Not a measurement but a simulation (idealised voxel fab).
process module | voxel air gaps
cross-section cut | 170 nm wide | cells 5 nm
A cross-section is a grid of square cells, given in bands from the top down. A band is one or more rows of cells.
Each band's line starts with the height of the band's top and of its bottom, in nm. Then come its materials from left to right, each with its width in nm. One material with "throughout" fills the band from edge to edge. "air" is empty space.
Height 0 is the level under which the wafer as received is all one material. The lowest band goes on downwards, as in "0 down".
A width such as "30 to 40" changes by the same amount from each row of cells to the next, from the band's top row to its bottom row.
"no change" after a step means that no cell of the cross-section changed.
closed voids: empty space of 8 cells or more with no open way to the top, each as width x height at its distance from the left edge, in nm
after a step's settings: what the simulator itself notes on the step
overlay nm, on a step with a mask: how far to the right of its planned place the mask lay; to the left if negative
plan
1 op RECEIVE | material Si
2 op CONFORMAL_DEP | material SiO2 | thk nm 15
3 op CONFORMAL_DEP | material SiCN | thk nm 5
4 op DIRECTIONAL_DEP | material SiO2 | thk nm 40
5 op PATTERN | tone open | mask id LINES | material resist | width nm 25 | pitch nm 50 | thk nm 15 | overlay nm 0
6 op DIRECTIONAL_ETCH | etch materials SiO2 | depth nm 40
7 op STRIP | etch materials resist
8 op CONFORMAL_DEP | material TiN | thk nm 5
9 op FILL_DEP | material Cu | thk nm 5
10 op CMP | height nm 60
11 op EPI | material Ru | thk nm 10
12 op SELECTIVE_ETCH | etch materials SiO2 | depth nm 50
13 op CONFORMAL_DEP | material SiCN | thk nm 5
first wafer, as planned
as received, after step 1
  0 down: Si throughout
  closed voids: none
after step 2
  15 to 0: SiO2 throughout
  below 0: unchanged
after step 3
  20 to 15: SiCN throughout
  below 15: unchanged
after step 4
  60 to 20: SiO2 throughout
  below 20: unchanged
after step 5
  75 to 60: resist 20 | air 25 | resist 25 | air 25 | resist 25 | air 25 | resist 25
  below 60: unchanged
after step 6
  75 to 60: resist 20 | air 25 | resist 25 | air 25 | resist 25 | air 25 | resist 25
  60 to 20: SiO2 20 | air 25 | SiO2 25 | air 25 | SiO2 25 | air 25 | SiO2 25
  below 20: unchanged
after step 7
  60 to 20: SiO2 20 | air 25 | SiO2 25 | air 25 | SiO2 25 | air 25 | SiO2 25
  below 20: unchanged
after step 8
  65 to 60: TiN 25 | air 15 | TiN 35 | air 15 | TiN 35 | air 15 | TiN 30
  60 to 25: SiO2 20 | TiN 5 | air 15 | TiN 5 | SiO2 25 | TiN 5 | air 15 | TiN 5 | SiO2 25 | TiN 5 | air 15 | TiN 5 | SiO2 25
  25 to 20: SiO2 20 | TiN 25 | SiO2 25 | TiN 25 | SiO2 25 | TiN 25 | SiO2 25
  below 20: unchanged
after step 9
  70 to 65: Cu throughout
  65 to 60: TiN 25 | Cu 15 | TiN 35 | Cu 15 | TiN 35 | Cu 15 | TiN 30
  60 to 25: SiO2 20 | TiN 5 | Cu 15 | TiN 5 | SiO2 25 | TiN 5 | Cu 15 | TiN 5 | SiO2 25 | TiN 5 | Cu 15 | TiN 5 | SiO2 25
  below 25: unchanged
after step 10
  60 to 25: SiO2 20 | TiN 5 | Cu 15 | TiN 5 | SiO2 25 | TiN 5 | Cu 15 | TiN 5 | SiO2 25 | TiN 5 | Cu 15 | TiN 5 | SiO2 25
  below 25: unchanged
after step 11
  70 to 60: air 10 | Ru 45 | air 5 | Ru 45 | air 5 | Ru 45 | air 15
  below 60: unchanged
after step 12
  70 to 60: air 10 | Ru 45 | air 5 | Ru 45 | air 5 | Ru 45 | air 15
  60 to 25: air 20 | TiN 5 | Cu 15 | TiN 5 | air 25 | TiN 5 | Cu 15 | TiN 5 | air 25 | TiN 5 | Cu 15 | TiN 5 | air 25
  25 to 20: air 20 | TiN 25 | air 25 | TiN 25 | air 25 | TiN 25 | air 25
  below 20: unchanged
after step 13
  75 to 70: air 5 | SiCN 155 | air 10
  70 to 60: air 5 | SiCN 5 | Ru 45 | SiCN 5 | Ru 45 | SiCN 5 | Ru 45 | SiCN 5 | air 10
  60 to 55: air 5 | SiCN 15 | TiN 5 | Cu 15 | TiN 5 | SiCN 25 | TiN 5 | Cu 15 | TiN 5 | SiCN 25 | TiN 5 | Cu 15 | TiN 5 | SiCN 15 | air 10
  55 to 25: air 15 | SiCN 5 | TiN 5 | Cu 15 | TiN 5 | SiCN 5 | air 15 | SiCN 5 | TiN 5 | Cu 15 | TiN 5 | SiCN 5 | air 15 | SiCN 5 | TiN 5 | Cu 15 | TiN 5 | SiCN 5 | air 20
  25 to 20: SiCN 20 | TiN 25 | SiCN 25 | TiN 25 | SiCN 25 | TiN 25 | SiCN 25
  below 20: unchanged
  closed voids: 15 x 30 at 50; 15 x 30 at 100
second wafer: like start, like plan, one mistake. Through step 4 it matches the first wafer
when step 5 should have ended
  75 to 60: resist 15 | air 35 | resist 15 | air 35 | resist 15 | air 35 | resist 20
  below 60: unchanged
when step 6 should have ended
  75 to 60: resist 15 | air 35 | resist 15 | air 35 | resist 15 | air 35 | resist 20
  60 to 20: SiO2 15 | air 35 | SiO2 15 | air 35 | SiO2 15 | air 35 | SiO2 20
  below 20: unchanged
when step 7 should have ended
  60 to 20: SiO2 15 | air 35 | SiO2 15 | air 35 | SiO2 15 | air 35 | SiO2 20
  below 20: unchanged
when step 8 should have ended
  65 to 60: TiN 20 | air 25 | TiN 25 | air 25 | TiN 25 | air 25 | TiN 25
  60 to 25: SiO2 15 | TiN 5 | air 25 | TiN 5 | SiO2 15 | TiN 5 | air 25 | TiN 5 | SiO2 15 | TiN 5 | air 25 | TiN 5 | SiO2 20
  25 to 20: SiO2 15 | TiN 35 | SiO2 15 | TiN 35 | SiO2 15 | TiN 35 | SiO2 20
  below 20: unchanged
when step 9 should have ended
  70 to 65: Cu throughout
  65 to 60: TiN 20 | Cu 25 | TiN 25 | Cu 25 | TiN 25 | Cu 25 | TiN 25
  60 to 25: SiO2 15 | TiN 5 | Cu 25 | TiN 5 | SiO2 15 | TiN 5 | Cu 25 | TiN 5 | SiO2 15 | TiN 5 | Cu 25 | TiN 5 | SiO2 20
  below 25: unchanged
when step 10 should have ended
  60 to 25: SiO2 15 | TiN 5 | Cu 25 | TiN 5 | SiO2 15 | TiN 5 | Cu 25 | TiN 5 | SiO2 15 | TiN 5 | Cu 25 | TiN 5 | SiO2 20
  below 25: unchanged
when step 11 should have ended
  70 to 60: air 5 | Ru 155 | air 10
  below 60: unchanged
when step 12 should have ended
  70 to 60: air 5 | Ru 155 | air 10
  60 to 25: air 15 | TiN 5 | Cu 25 | TiN 5 | SiO2 15 | TiN 5 | Cu 25 | TiN 5 | SiO2 15 | TiN 5 | Cu 25 | TiN 5 | air 20
  25 to 20: air 15 | TiN 35 | SiO2 15 | TiN 35 | SiO2 15 | TiN 35 | air 20
  below 20: unchanged
when step 13 should have ended
  75 to 70: SiCN 165 | air 5
  70 to 60: SiCN 5 | Ru 155 | SiCN 5 | air 5
  60 to 55: SiCN 15 | TiN 5 | Cu 25 | TiN 5 | SiO2 15 | TiN 5 | Cu 25 | TiN 5 | SiO2 15 | TiN 5 | Cu 25 | TiN 5 | SiCN 15 | air 5
  55 to 25: air 10 | SiCN 5 | TiN 5 | Cu 25 | TiN 5 | SiO2 15 | TiN 5 | Cu 25 | TiN 5 | SiO2 15 | TiN 5 | Cu 25 | TiN 5 | SiCN 5 | air 15
  25 to 20: SiCN 15 | TiN 35 | SiO2 15 | TiN 35 | SiO2 15 | TiN 35 | SiCN 20
  below 20: unchanged
  closed voids: 10 x 30 at 0
what went wrong: step 5 ran as: op PATTERN | tone open | mask id LINES | material resist | width nm 35 | pitch nm 50 | thk nm 15 | overlay nm 0
at the end the second wafer has, in cells: 42 more of Cu | 8 more of Ru | 48 fewer of SiCN | 48 more of SiO2 | 6 more of TiN
closed voids at the end (first wafer, second wafer): 2, 1
